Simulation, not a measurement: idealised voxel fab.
process module | voxel transistor to metal
cross-section cut | 150 nm wide | cells 5 nm
A cross-section is a grid of square cells, given in bands from the top down. A band is one or more rows of cells.
Each band's line starts with the height of the band's top and of its bottom, in nm. Then come its materials from left to right, each with its width in nm. One material with "throughout" fills the band from edge to edge. "air" is empty space.
Height 0 is the level under which the wafer as received is all one material. The lowest band goes on downwards, as in "0 down".
A width such as "30 to 40" changes by the same amount from each row of cells to the next, from the band's top row to its bottom row.
"no change" after a step means that no cell of the cross-section changed.
closed voids: empty space of 8 cells or more with no open way to the top, each as width x height at its distance from the left edge, in nm
after a step's settings: what the simulator itself notes on the step
overlay nm, on a step with a mask: how far to the right of its planned place the mask lay; to the left if negative
plan
1 op RECEIVE | material Si
2 op CONFORMAL_DEP | material SiO2 | thk nm 5
3 op CONFORMAL_DEP | material SiN | thk nm 10
4 op PATTERN | tone cover | mask id ACTIVE | material resist | width nm 115 | thk nm 15 | overlay nm 0
5 op DIRECTIONAL_ETCH | etch materials SiN | depth nm 10
6 op DIRECTIONAL_ETCH | etch materials SiO2 | depth nm 5
7 op DIRECTIONAL_ETCH | etch materials Si | depth nm 20
8 op STRIP | etch materials resist
9 op FILL_DEP | material SiO2 | thk nm 15
10 op CMP | height nm 15
11 op SELECTIVE_ETCH | etch materials SiO2 | depth nm 10
12 op STRIP | etch materials SiN
13 op SELECTIVE_ETCH | etch materials SiO2 | depth nm 5
14 op OXIDIZE | depth nm 5
15 op DIRECTIONAL_DEP | material polySi | thk nm 20
16 op DIRECTIONAL_DEP | material SiCN | thk nm 10
17 op DIRECTIONAL_DEP | material aC | thk nm 10
18 op PATTERN | tone cover | mask id GATE | material resist | width nm 35 | thk nm 30 | overlay nm 0
19 op DIRECTIONAL_ETCH | etch materials aC | depth nm 10
20 op STRIP | etch materials resist
21 op DIRECTIONAL_ETCH | etch materials SiCN | depth nm 20
22 op DIRECTIONAL_ETCH | etch materials polySi | depth nm 30
23 op STRIP | etch materials aC
24 op CONFORMAL_DEP | material SiN | thk nm 5
25 op DIRECTIONAL_ETCH | etch materials SiN | depth nm 5
26 op DIRECTIONAL_ETCH | etch materials SiO2 | depth nm 5
27 op DIRECTIONAL_ETCH | etch materials Si | depth nm 5
28 op EPI | material SiGe | thk nm 10
29 op FILL_DEP | material SiO2 | thk nm 10
30 op CMP | height nm 20
31 op STRIP | etch materials polySi
32 op SELECTIVE_ETCH | etch materials SiO2 | depth nm 5
33 op CONFORMAL_DEP | material HfO2 | thk nm 5
34 op CONFORMAL_DEP | material TiN | thk nm 5
35 op FILL_DEP | material W | thk nm 5
36 op CMP | height nm 15
37 op DIRECTIONAL_DEP | material SiO2 | thk nm 10
38 op PATTERN | tone open | mask id CONTACT | material resist | width nm 15 | pitch nm 90 | thk nm 20 | overlay nm 0
39 op DIRECTIONAL_ETCH | etch materials SiO2 | depth nm 25
40 op STRIP | etch materials resist
41 op CONFORMAL_DEP | material TiN | thk nm 5
42 op FILL_DEP | material W | thk nm 5
43 op CMP | height nm 25
44 op CONFORMAL_DEP | material SiCN | thk nm 5
45 op DIRECTIONAL_DEP | material lowk | thk nm 20
46 op PATTERN | tone open | mask id METAL_1 | material resist | width nm 15 | pitch nm 90 | thk nm 15 | overlay nm -5
47 op DIRECTIONAL_ETCH | etch materials lowk | depth nm 20
48 op DIRECTIONAL_ETCH | etch materials SiCN | depth nm 5
49 op STRIP | etch materials resist
50 op CONFORMAL_DEP | material TiN | thk nm 5
51 op FILL_DEP | material Ru | thk nm 5
52 op CMP | height nm 50
53 op EPI | material Ru | thk nm 5
54 op FILL_DEP | material SiCN | thk nm 5
varied across the wafers: overlay nm of step 46. The plan shows the first wafer's value. All wafers start alike
first wafer as received, after step 1
  0 down: Si throughout
  closed voids: none
first wafer at the end, after step 54
  60 to 55: SiCN throughout
  55 to 50: SiCN 10 | Ru 25 | SiCN 65 | Ru 25 | SiCN 25
  50 to 30: lowk 15 | TiN 5 | Ru 5 | TiN 5 | lowk 75 | TiN 5 | Ru 5 | TiN 5 | lowk 30
  30 to 25: SiCN 15 | TiN 15 | SiCN 75 | TiN 15 | SiCN 30
  25 to 15: SiO2 20 | TiN 5 | W 5 | TiN 5 | SiO2 75 | TiN 5 | W 5 | TiN 5 | SiO2 25
  15 to 5: SiO2 20 | TiN 5 | W 5 | TiN 5 | SiO2 15 | SiN 5 | HfO2 5 | TiN 5 | W 15 | TiN 5 | HfO2 5 | SiN 5 | SiO2 15 | TiN 5 | W 5 | TiN 5 | SiO2 25
  5 to 0: SiO2 20 | TiN 15 | SiO2 5 | SiGe 10 | SiN 5 | HfO2 5 | TiN 25 | HfO2 5 | SiN 5 | SiGe 10 | SiO2 5 | TiN 15 | SiO2 25
  0 to -5: SiO2 10 | SiGe 40 | HfO2 45 | SiGe 40 | SiO2 15
  -5 to -10: SiO2 15 | SiGe 35 | Si 45 | SiGe 35 | SiO2 20
  -10 to -20: SiO2 15 | Si 115 | SiO2 20
  -20 down: Si throughout
  closed voids: none
last wafer at the end
  60 to 55: SiCN throughout
  55 to 50: SiCN 25 | Ru 25 | SiCN 65 | Ru 25 | SiCN 10
  50 to 30: lowk 30 | TiN 5 | Ru 5 | TiN 5 | lowk 75 | TiN 5 | Ru 5 | TiN 5 | lowk 15
  30 to 25: SiCN 30 | TiN 15 | SiCN 75 | TiN 15 | SiCN 15
  25 to 15: SiO2 20 | TiN 5 | W 5 | TiN 5 | SiO2 75 | TiN 5 | W 5 | TiN 5 | SiO2 25
  15 to 5: SiO2 20 | TiN 5 | W 5 | TiN 5 | SiO2 15 | SiN 5 | HfO2 5 | TiN 5 | W 15 | TiN 5 | HfO2 5 | SiN 5 | SiO2 15 | TiN 5 | W 5 | TiN 5 | SiO2 25
  5 to 0: SiO2 20 | TiN 15 | SiO2 5 | SiGe 10 | SiN 5 | HfO2 5 | TiN 25 | HfO2 5 | SiN 5 | SiGe 10 | SiO2 5 | TiN 15 | SiO2 25
  0 to -5: SiO2 10 | SiGe 40 | HfO2 45 | SiGe 40 | SiO2 15
  -5 to -10: SiO2 15 | SiGe 35 | Si 45 | SiGe 35 | SiO2 20
  -10 to -20: SiO2 15 | Si 115 | SiO2 20
  -20 down: Si throughout
  closed voids: none
each wafer at the end: cells of each material gained (+) or lost (-) since it was received, then its closed voids
overlay nm -5 | +15 HfO2 | +18 Ru | -65 Si | +74 SiCN | +34 SiGe | +6 SiN | +115 SiO2 | +53 TiN | +14 W | +96 lowk | closed voids: none
overlay nm 0 | +15 HfO2 | +18 Ru | -65 Si | +74 SiCN | +34 SiGe | +6 SiN | +115 SiO2 | +53 TiN | +14 W | +96 lowk | closed voids: none
overlay nm 5 | +15 HfO2 | +18 Ru | -65 Si | +74 SiCN | +34 SiGe | +6 SiN | +115 SiO2 | +53 TiN | +14 W | +96 lowk | closed voids: none
overlay nm 10 | +15 HfO2 | +18 Ru | -65 Si | +74 SiCN | +34 SiGe | +6 SiN | +115 SiO2 | +53 TiN | +14 W | +96 lowk | closed voids: none
